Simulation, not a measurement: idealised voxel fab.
Process module in this document: voxel released beams
295 nm wide, 5 nm square cells: that's cross-section cut.
Heads up, the way a cross-section reads in here is a grid of square cells, handed over as bands from the top down, with every band being one or more rows of cells.
The entry gives the band's vertical extent as a top height and a bottom height in nm, then its horizontal make-up as materials from left to right, each with a width in nm. "air" stands for empty space; a single material marked "full width" fills the band edge to edge.
Counting heights begins at 0, where everything beneath is, in the wafer as received, one material. The lowest band has no bottom; it goes on downwards, as "top 0, no bottom" shows.
Per-row width for "30 to 40": begins at first number (top row of band), ends at second number (bottom row), increment between rows held constant.
Reading "no change" for a step: not a cell of the cross-section changed in it.
Reported under the label "Enclosed empty spaces" are the empty spaces having no open way to the top and comprising 8 cells or more; the notation for each is width x height at distance, in which the distance is measured from the left edge and all three values are in nm.
after a step's settings: what the simulator itself notes on the step
"overlay nm" answers the question of how far to the right of plan the mask lay on a step that has a mask, and when it is negative the answer is to the left.

## Steps in the process plan
1,RECEIVE | material Si
2,CONFORMAL_DEP | material Al2O3 | thk nm 5
3,DIRECTIONAL_DEP | material SiO2 | thk nm 20
4,MASKED_ETCH | tone open | mask id ANCHOR | width nm 35 | etch materials SiO2 | depth nm 20 | overlay nm 0
5,CONFORMAL_DEP | material SiN | thk nm 10
6,DIRECTIONAL_DEP | material aC | thk nm 15
7,PATTERN | tone cover | mask id BEAM | material resist | width nm 110 | thk nm 30 | overlay nm 0
8,DIRECTIONAL_ETCH | etch materials aC | depth nm 15
9,STRIP | etch materials resist
10,DIRECTIONAL_ETCH | etch materials SiN | depth nm 10
11,STRIP | etch materials aC
12,STRIP | etch materials SiO2

## Here's what the wafer looked like in cross-section when it arrived - that's after step 1
> top 0, no bottom | Si full width
> Enclosed empty spaces: none

## First wafer of two, sectioned at end of module; run went per plan
> top 35, bottom 25 | 90 nm air  15 nm SiN  15 nm air  80 nm SiN  95 nm air
> top 25, bottom 15 | 95 nm air  10 nm SiN  15 nm air  10 nm SiN  165 nm air
> top 15, bottom 5 | 95 nm air  35 nm SiN  165 nm air
> top 5, bottom 0 | Al2O3 full width
> top 0, no bottom | Si full width
> Enclosed empty spaces: none

## So this is wafer number two of the two, cut at the end of the module - it started where the first did and had the same plan, we just got one thing wrong running it
> top 45, bottom 35 | 90 nm air  15 nm SiN  15 nm air  80 nm SiN  95 nm air
> top 35, bottom 25 | 95 nm air  10 nm SiN  15 nm air  10 nm SiN  165 nm air
> top 25, bottom 15 | 95 nm air  35 nm SiN  165 nm air
> top 15, bottom 0 | Al2O3 full width
> top 0, no bottom | Si full width
> Enclosed empty spaces: none
Error vs. plan: step 2 ran as: CONFORMAL_DEP | material Al2O3 | thk nm 15
Final comparison by cell count, materials where the second wafer has more or fewer than the first: Al2O3 +118
